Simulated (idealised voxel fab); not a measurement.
The name of this process module is voxel released beams.
This is section cut - it's 280 nm across, gridded in 5 nm square cells.
A cross-section is a grid of square cells, given in bands from the top down. A band is one or more rows of cells. Heads up on the band format: heights come first, top then bottom, in nm. After that it's the materials left to right, each with its width in nm. A single material flagged "full width" fills the whole band edge to edge, and "blank" means there's empty space there. Heights are reckoned from 0. Under this level, the received wafer is all of one material. The bottommost band is open-ended downward, for example "0..down". It should be noted that a width expressed as "30..40" varies in equal increments from row to row of cells within the band, taking the value of the first number at the top row and that of the second number at the bottom row. Reading "same as before" for a step: not a cell of the cross-section changed in it. Voids not open to the top, 8 cells minimum: see "Enclosed cavities". Written width x height at distance; distance is from the left edge; nm. Anything after a step's settings on that line? It's the simulator's own note about the step. Regarding "overlay nm": on a step with a mask, it is the distance the mask lay to the right of its planned place; a negative value places it to the left.
## The planned process steps are enumerated hereunder
1: RECEIVE: material Si
2: CONFORMAL_DEP: material Al2O3, thk nm 10
3: DIRECTIONAL_DEP: material SiO2, thk nm 20
4: PATTERN: tone open, mask id ANCHOR, material resist, width nm 25, thk nm 20, overlay nm 0
5: DIRECTIONAL_ETCH: etch materials SiO2, depth nm 20
6: STRIP: etch materials resist
7: CONFORMAL_DEP: material SiN, thk nm 10
8: DIRECTIONAL_DEP: material aC, thk nm 10
9: PATTERN: tone cover, mask id BEAM, material resist, width nm 70, thk nm 30, overlay nm 0
10: DIRECTIONAL_ETCH: etch materials aC, depth nm 10
11: STRIP: etch materials resist
12: DIRECTIONAL_ETCH: etch materials SiN, depth nm 10
13: STRIP: etch materials aC
14: STRIP: etch materials SiO2
## Incoming wafer in cross-section (state: after step 1)
- 0..down | Si full width
- Enclosed cavities: none
## Run as planned - first of the two wafers cross-sectioned at the end of the module
- 40..30 | 100 blank / 15 SiN / 5 blank / 50 SiN / 110 blank
- 30..20 | 105 blank / 10 SiN / 5 blank / 10 SiN / 150 blank
- 20..10 | 105 blank / 25 SiN / 150 blank
- 10..0 | Al2O3 full width
- 0..down | Si full width
- Enclosed cavities: none
## Wafer two (of two), end-of-module cross-section: start = wafer one, plan = wafer one, one run mistake
- 35..30 | 100 blank / 10 SiN / 15 blank / 45 SiN / 110 blank
- 30..15 | 105 blank / 5 SiN / 15 blank / 5 SiN / 150 blank
- 15..10 | 105 blank / 25 SiN / 150 blank
- 10..0 | Al2O3 full width
- 0..down | Si full width
- Enclosed cavities: none
Processing error: rather than as planned, step 7 actually ran as CONFORMAL_DEP: material SiN, thk nm 5
Looking at both finished wafers in cells, the second ends up ahead of or behind the first on some materials: SiN -22
